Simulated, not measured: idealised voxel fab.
Process module name: voxel capacitor over wiring
The cross-section shown here is cut; it is 235 nm wide and divided into square cells measuring 5 nm on a side.
We lay out every cross-section as a grid of square cells and spell it out in bands from the top down, where one band means one or more rows of cells. Heads up on the band format: heights come first, top then bottom, in nm. After that it's the materials left to right, each with its width in nm. A single material flagged "edge to edge" fills the whole band edge to edge, and "empty" means there's empty space there. Convention: height 0 is the level below which the wafer, as received, is all one material. The lowest band does not terminate at the bottom but continues downward, represented as "0 and below". Per-row width for "30 to 40": begins at first number (top row of band), ends at second number (bottom row), increment between rows held constant. "no change" means the step left every cell of the cross-section as it was. Heads up: "Sealed void list" only lists the empty pockets with no open path to the top that are 8 cells or more, and it writes them as width x height at distance, distance from the left edge, in nm. Note: text after step settings on the step line = simulator remark on that step. "overlay nm" on a masked step: distance the mask lay right of its planned place, negative for left.

### These are the steps we planned for the process
1 RECEIVE | material Si
2 CONFORMAL_DEP | material SiO2 | thk nm 10
3 DIRECTIONAL_DEP | material TiN | thk nm 5
4 DIRECTIONAL_DEP | material Ru | thk nm 20
5 MASKED_ETCH | tone cover | mask id METAL_1 | width nm 25 | pitch nm 75 | etch materials Ru | depth nm 20 | overlay nm 0
6 MASKED_ETCH | tone cover | mask id METAL_1 | width nm 25 | pitch nm 75 | etch materials TiN | depth nm 5 | overlay nm 0
7 FILL_DEP | material lowk | thk nm 5
8 CMP | height nm 35
9 CONFORMAL_DEP | material SiCN | thk nm 5
10 DIRECTIONAL_DEP | material SiO2 | thk nm 10
11 PATTERN | tone open | mask id PLUG_1 | material resist | width nm 15 | thk nm 20 | overlay nm 0
12 DIRECTIONAL_ETCH | etch materials SiO2 | depth nm 10
13 DIRECTIONAL_ETCH | etch materials SiCN | depth nm 5
14 STRIP | etch materials resist
15 CONFORMAL_DEP | material TiN | thk nm 5
16 FILL_DEP | material Ru | thk nm 5
17 CMP | height nm 50
18 DIRECTIONAL_DEP | material TiN | thk nm 10
19 DIRECTIONAL_DEP | material SiN | thk nm 5
20 DIRECTIONAL_DEP | material TiN | thk nm 10
21 MASKED_ETCH | tone cover | mask id UPPER_PLATE | width nm 55 | etch materials TiN | depth nm 10 | overlay nm 0
22 MASKED_ETCH | tone cover | mask id UPPER_PLATE | width nm 55 | etch materials SiN | depth nm 5 | overlay nm 0
23 PATTERN | tone cover | mask id LOWER_PLATE | material resist | width nm 65 | thk nm 20 | overlay nm 0
24 DIRECTIONAL_ETCH | etch materials TiN | depth nm 10
25 STRIP | etch materials resist
26 FILL_DEP | material SiO2 | thk nm 15
27 CMP | height nm 85
28 PATTERN | tone open | mask id PLUG_2 | material resist | width nm 15 | thk nm 15 | overlay nm 0
29 DIRECTIONAL_ETCH | etch materials SiO2 | depth nm 10
30 STRIP | etch materials resist
31 CONFORMAL_DEP | material TiN | thk nm 5
32 FILL_DEP | material Ru | thk nm 5
33 CMP | height nm 85
34 CONFORMAL_DEP | material SiN | thk nm 5

### Wafer as received: cross-section following step 1
	0 and below | Si edge to edge
	Sealed void list: none

### Cross-section, first of two wafers, end of module, run as planned
	90 down to 85 | SiN edge to edge
	85 down to 80 | SiO2=85  TiN=5  Ru=5  TiN=5  SiO2=135
	80 down to 75 | SiO2=85  TiN=15  SiO2=135
	75 down to 65 | SiO2=75  TiN=55  SiO2=105
	65 down to 60 | SiO2=75  SiN=55  SiO2=105
	60 down to 50 | SiO2=70  TiN=65  SiO2=100
	50 down to 40 | SiO2=75  TiN=5  Ru=5  TiN=5  SiO2=145
	40 down to 35 | SiCN=75  TiN=15  SiCN=145
	35 down to 15 | lowk=65  Ru=25  lowk=50  Ru=25  lowk=70
	15 down to 10 | lowk=65  TiN=25  lowk=50  TiN=25  lowk=70
	10 down to 0 | SiO2 edge to edge
	0 and below | Si edge to edge
	Sealed void list: none

### End-of-module cross-section of the second wafer: identical starting point and process plan to the first, with one processing mistake
	90 down to 85 | SiN edge to edge
	85 down to 80 | Ru=80  TiN=5  SiO2=15  TiN=5  Ru=130
	80 down to 75 | TiN=85  SiO2=15  TiN=135
	75 down to 65 | SiO2=75  TiN=55  SiO2=105
	65 down to 60 | SiO2=75  SiN=55  SiO2=105
	60 down to 50 | SiO2=70  TiN=65  SiO2=100
	50 down to 40 | SiO2=75  TiN=5  Ru=5  TiN=5  SiO2=145
	40 down to 35 | SiCN=75  TiN=15  SiCN=145
	35 down to 15 | lowk=65  Ru=25  lowk=50  Ru=25  lowk=70
	15 down to 10 | lowk=65  TiN=25  lowk=50  TiN=25  lowk=70
	10 down to 0 | SiO2 edge to edge
	0 and below | Si edge to edge
	Sealed void list: none
What was done differently from what was planned? step 28: run off-plan, actual operation and settings PATTERN | tone cover | mask id PLUG_2 | material resist | width nm 15 | thk nm 15 | overlay nm 0
Once processing is complete, comparing cell counts shows that the second wafer has more or fewer of certain materials than the first: +41 Ru, -82 SiO2, +41 TiN
